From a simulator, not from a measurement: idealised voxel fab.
The name of this process module is voxel wiring stack.
It is cross-section cut that appears here, measuring 205 nm in width, its square cells being 5 nm in size.
Square cells in a grid make up a cross-section in this document, and the grid is given as bands, listed from the top down, each one or more rows of cells. Heights first: top, then bottom, in nm. Then materials, left to right, each with a width in nm. "full width" on a single material: fills the band edge to edge. "blank": empty space. Heights are measured from 0, the level below which the as-received wafer is all one material; the lowest band has no bottom and continues downward, written as in "0..down". With a width like "30->40", each row of cells in the band differs from the next by the same amount, the top row carrying the first number and the bottom row the second. Where a step carries "nothing different", the cross-section came out of it unchanged, cell for cell. "Closed internal cavities" lists enclosed empty spaces (at least 8 cells, no open path upward to the top), each as width x height at distance from the left edge, in nm. Past the settings on a step's line: simulator remark, on that step. Regarding "overlay nm": on a step with a mask, it is the distance the mask lay to the right of its planned place; a negative value places it to the left.
### These are the steps we planned for the process
1) RECEIVE,material Si
2) CONFORMAL_DEP,material SiO2,thk nm 10
3) DIRECTIONAL_DEP,material TiN,thk nm 5
4) DIRECTIONAL_DEP,material W,thk nm 25
5) DIRECTIONAL_DEP,material aC,thk nm 15
6) PATTERN,tone cover,mask id METAL_1,material resist,width nm 20,pitch nm 40,thk nm 35,overlay nm 0
7) DIRECTIONAL_ETCH,etch materials aC,depth nm 15
8) STRIP,etch materials resist
9) DIRECTIONAL_ETCH,etch materials W,depth nm 25
10) DIRECTIONAL_ETCH,etch materials TiN,depth nm 5
11) STRIP,etch materials aC
12) FILL_DEP,material SiO2,thk nm 5
13) CMP,height nm 40
14) CONFORMAL_DEP,material SiCN,thk nm 5
15) DIRECTIONAL_DEP,material SiO2,thk nm 30
16) MASKED_ETCH,tone open,mask id METAL_2_HOLES,width nm 15,pitch nm 40,etch materials SiO2,depth nm 30,overlay nm 0
17) MASKED_ETCH,tone open,mask id METAL_2,width nm 20,pitch nm 40,etch materials SiO2,depth nm 20,overlay nm 0
18) MASKED_ETCH,tone open,mask id METAL_2,width nm 20,pitch nm 40,etch materials SiCN,depth nm 5,overlay nm 0
19) CONFORMAL_DEP,material TiN,thk nm 5
20) FILL_DEP,material Ru,thk nm 5
21) CMP,height nm 75
22) CONFORMAL_DEP,material SiCN,thk nm 5
23) DIRECTIONAL_DEP,material SiO2,thk nm 20
24) MASKED_ETCH,tone open,mask id PLUG_2,width nm 15,pitch nm 80,etch materials SiO2,depth nm 20,overlay nm 0
25) MASKED_ETCH,tone open,mask id PLUG_2,width nm 15,pitch nm 80,etch materials SiCN,depth nm 5,overlay nm 0
26) CONFORMAL_DEP,material TiN,thk nm 5
27) FILL_DEP,material W,thk nm 10
28) CMP,height nm 100
29) CONFORMAL_DEP,material SiN,thk nm 5
30) DIRECTIONAL_DEP,material lowk,thk nm 20
31) MASKED_ETCH,tone open,mask id METAL_3,width nm 20,pitch nm 40,etch materials lowk,depth nm 20,overlay nm 0
32) MASKED_ETCH,tone open,mask id METAL_3,width nm 20,pitch nm 40,etch materials SiN,depth nm 5,overlay nm 0
33) CONFORMAL_DEP,material TiN,thk nm 5
34) FILL_DEP,material Cu,thk nm 5
35) CMP,height nm 125
36) CONFORMAL_DEP,material SiCN,thk nm 5
### Cross-sectional view of the wafer in its as-received condition, corresponding to the state after step 1
* 0..down | Si full width
* Closed internal cavities: none
### Module complete, cross-section. Starting point and plan per above. One mistake made in running the module
* 130..125 | SiCN full width
* 125..105 | 30 lowk | 5 TiN | 10 Cu | 5 TiN | 20 lowk | 5 TiN | 10 Cu | 5 TiN | 20 lowk | 5 TiN | 10 Cu | 5 TiN | 20 lowk | 5 TiN | 10 Cu | 5 TiN | 35 lowk
* 105..100 | 30 SiN | 20 TiN | 20 SiN | 20 TiN | 20 SiN | 20 TiN | 20 SiN | 20 TiN | 35 SiN
* 100..80 | 30 SiO2 | 5 TiN | 5 W | 5 TiN | 65 SiO2 | 5 TiN | 5 W | 5 TiN | 80 SiO2
* 80..75 | 30 SiCN | 15 TiN | 65 SiCN | 15 TiN | 80 SiCN
* 75..60 | 30 SiO2 | 5 TiN | 5 Ru | 5 TiN | 25 SiO2 | 5 TiN | 5 Ru | 5 TiN | 25 SiO2 | 5 TiN | 5 Ru | 5 TiN | 25 SiO2 | 5 TiN | 5 Ru | 5 TiN | 40 SiO2
* 60..55 | 30 SiO2 | 15 TiN | 25 SiO2 | 15 TiN | 25 SiO2 | 15 TiN | 25 SiO2 | 15 TiN | 40 SiO2
* 55..45 | SiO2 full width
* 45..40 | SiCN full width
* 40..15 | 30 SiO2 | 20 W | 20 SiO2 | 20 W | 20 SiO2 | 20 W | 20 SiO2 | 20 W | 35 SiO2
* 15..10 | 30 SiO2 | 20 TiN | 20 SiO2 | 20 TiN | 20 SiO2 | 20 TiN | 20 SiO2 | 20 TiN | 35 SiO2
* 10..0 | SiO2 full width
* 0..down | Si full width
* Closed internal cavities: none
Which mistake was made when the wafer was run? it should be noted that step 15 of the plan was executed twice
